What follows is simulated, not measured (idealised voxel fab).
process module | voxel released beams
cross-section cut | 280 nm wide | cells 5 nm
A cross-section is a grid of square cells, given in bands from the top down. A band is one or more rows of cells.
Each band's line starts with the height of the band's top and of its bottom, in nm. Then come its materials from left to right, each with its width in nm. One material with "throughout" fills the band from edge to edge. "air" is empty space.
Height 0 is the level under which the wafer as received is all one material. The lowest band goes on downwards, as in "0 down".
A width such as "30 to 40" changes by the same amount from each row of cells to the next, from the band's top row to its bottom row.
"no change" after a step means that no cell of the cross-section changed.
closed voids: empty space of 8 cells or more with no open way to the top, each as width x height at its distance from the left edge, in nm
after a step's settings: what the simulator itself notes on the step
overlay nm, on a step with a mask: how far to the right of its planned place the mask lay; to the left if negative
plan
1 op RECEIVE | material Si
2 op CONFORMAL_DEP | material Al2O3 | thk nm 10
3 op DIRECTIONAL_DEP | material SiO2 | thk nm 15
4 op PATTERN | tone open | mask id ANCHOR | material resist | width nm 20 | thk nm 15 | overlay nm 0
5 op DIRECTIONAL_ETCH | etch materials SiO2 | depth nm 15
6 op STRIP | etch materials resist
7 op CONFORMAL_DEP | material SiN | thk nm 10
8 op PATTERN | tone cover | mask id BEAM | material resist | width nm 75 | thk nm 15 | overlay nm 0
9 op DIRECTIONAL_ETCH | etch materials SiN | depth nm 10
10 op STRIP | etch materials resist
11 op STRIP | etch materials SiO2
varied across the wafers: width nm of step 4. The plan shows the first wafer's value. All wafers start alike
first wafer as received, after step 1
  0 down: Si throughout
  closed voids: none
first wafer at the end, after step 11
  35 to 25: air 100 | SiN 75 | air 105
  25 to 10: air 110 | SiN 20 | air 150
  10 to 0: Al2O3 throughout
  0 down: Si throughout
  closed voids: none
last wafer at the end
  35 to 25: air 100 | SiN 10 | air 25 | SiN 40 | air 105
  25 to 20: air 100 | SiN 10 | air 25 | SiN 10 | air 135
  20 to 10: air 100 | SiN 45 | air 135
  10 to 0: Al2O3 throughout
  0 down: Si throughout
  closed voids: none
each wafer at the end: cells of each material gained (+) or lost (-) since it was received, then its closed voids
width nm 20 | +112 Al2O3 | +42 SiN | closed voids: none
width nm 25 | +112 Al2O3 | +42 SiN | closed voids: none
width nm 30 | +112 Al2O3 | +42 SiN | closed voids: none
width nm 35 | +112 Al2O3 | +42 SiN | closed voids: none
width nm 40 | +112 Al2O3 | +42 SiN | closed voids: none
width nm 45 | +112 Al2O3 | +42 SiN | closed voids: none
